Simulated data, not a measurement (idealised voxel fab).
process module | voxel gate over fins
cross-section cut | 200 nm wide | cells 5 nm
A cross-section is a grid of square cells, given in bands from the top down. A band is one or more rows of cells.
Each band's line starts with the height of the band's top and of its bottom, in nm. Then come its materials from left to right, each with its width in nm. One material with "throughout" fills the band from edge to edge. "air" is empty space.
Height 0 is the level under which the wafer as received is all one material. The lowest band goes on downwards, as in "0 down".
A width such as "30 to 40" changes by the same amount from each row of cells to the next, from the band's top row to its bottom row.
"no change" after a step means that no cell of the cross-section changed.
closed voids: empty space of 8 cells or more with no open way to the top, each as width x height at its distance from the left edge, in nm
after a step's settings: what the simulator itself notes on the step
overlay nm, on a step with a mask: how far to the right of its planned place the mask lay; to the left if negative
plan
1 op RECEIVE | material Si
2 op CONFORMAL_DEP | material SiN | thk nm 10
3 op PATTERN | tone cover | mask id FINS | material resist | width nm 15 | pitch nm 35 | thk nm 15 | overlay nm 0
4 op DIRECTIONAL_ETCH | etch materials SiN | depth nm 10
5 op DIRECTIONAL_ETCH | etch materials Si | depth nm 40
6 op STRIP | etch materials resist
7 op OXIDIZE | depth nm 5
8 op FILL_DEP | material SiO2 | thk nm 5
9 op CMP | height nm 10
10 op SELECTIVE_ETCH | etch materials SiO2 | depth nm 20
11 op STRIP | etch materials SiN
12 op CONFORMAL_DEP | material HfO2 | thk nm 5
13 op CONFORMAL_DEP | material TiN | thk nm 5
14 op FILL_DEP | material W | thk nm 15
15 op CMP | height nm 20
16 op CONFORMAL_DEP | material SiCN | thk nm 10
first wafer, as planned
as received, after step 1
  0 down: Si throughout
  closed voids: none
after step 2
  10 to 0: SiN throughout
  below 0: unchanged
after step 3
  25 to 10: air 75 | resist 15 | air 20 | resist 15 | air 75
  below 10: unchanged
after step 4
  25 to 10: air 75 | resist 15 | air 20 | resist 15 | air 75
  10 to 0: air 75 | SiN 15 | air 20 | SiN 15 | air 75
  below 0: unchanged
after step 5
  25 to 10: air 75 | resist 15 | air 20 | resist 15 | air 75
  10 to 0: air 75 | SiN 15 | air 20 | SiN 15 | air 75
  0 to -40: air 75 | Si 15 | air 20 | Si 15 | air 75
  below -40: unchanged
after step 6
  10 to 0: air 75 | SiN 15 | air 20 | SiN 15 | air 75
  below 0: unchanged
after step 7
  10 to 0: air 75 | SiN 15 | air 20 | SiN 15 | air 75
  0 to -40: air 75 | SiO2 5 | Si 5 | SiO2 5 | air 20 | SiO2 5 | Si 5 | SiO2 5 | air 75
  -40 to -45: SiO2 80 | Si 5 | SiO2 30 | Si 5 | SiO2 80
  below -45: unchanged
after step 8
  15 to 10: SiO2 throughout
  10 to 0: SiO2 75 | SiN 15 | SiO2 20 | SiN 15 | SiO2 75
  0 to -45: SiO2 80 | Si 5 | SiO2 30 | Si 5 | SiO2 80
  below -45: unchanged
after step 9
  10 to 0: SiO2 75 | SiN 15 | SiO2 20 | SiN 15 | SiO2 75
  below 0: unchanged
after step 10
  10 to 0: air 75 | SiN 15 | air 20 | SiN 15 | air 75
  0 to -10: air 80 | Si 5 | air 30 | Si 5 | air 80
  below -10: unchanged
after step 11
  0 to -10: air 80 | Si 5 | air 30 | Si 5 | air 80
  below -10: unchanged
after step 12
  5 to 0: air 75 | HfO2 15 | air 20 | HfO2 15 | air 75
  0 to -5: air 75 | HfO2 5 | Si 5 | HfO2 5 | air 20 | HfO2 5 | Si 5 | HfO2 5 | air 75
  -5 to -10: HfO2 80 | Si 5 | HfO2 30 | Si 5 | HfO2 80
  below -10: unchanged
after step 13
  10 to 5: air 70 | TiN 25 | air 10 | TiN 25 | air 70
  5 to 0: air 70 | TiN 5 | HfO2 15 | TiN 5 | air 10 | TiN 5 | HfO2 15 | TiN 5 | air 70
  0 to -5: TiN 75 | HfO2 5 | Si 5 | HfO2 5 | TiN 20 | HfO2 5 | Si 5 | HfO2 5 | TiN 75
  below -5: unchanged
after step 14
  25 to 10: W throughout
  10 to 5: W 70 | TiN 25 | W 10 | TiN 25 | W 70
  5 to 0: W 70 | TiN 5 | HfO2 15 | TiN 5 | W 10 | TiN 5 | HfO2 15 | TiN 5 | W 70
  below 0: unchanged
after step 15
  20 to 10: W throughout
  below 10: unchanged
after step 16
  30 to 20: SiCN throughout
  below 20: unchanged
second wafer: like start, like plan, one mistake. Through step 14 it matches the first wafer
when step 15 should have ended
  10 to 5: W 70 | TiN 25 | W 10 | TiN 25 | W 70
  below 5: unchanged
when step 16 should have ended
  20 to 10: SiCN throughout
  below 10: unchanged
what went wrong: step 15 ran as: op CMP | height nm 10
at the end the second wafer has, in cells: 80 fewer of W
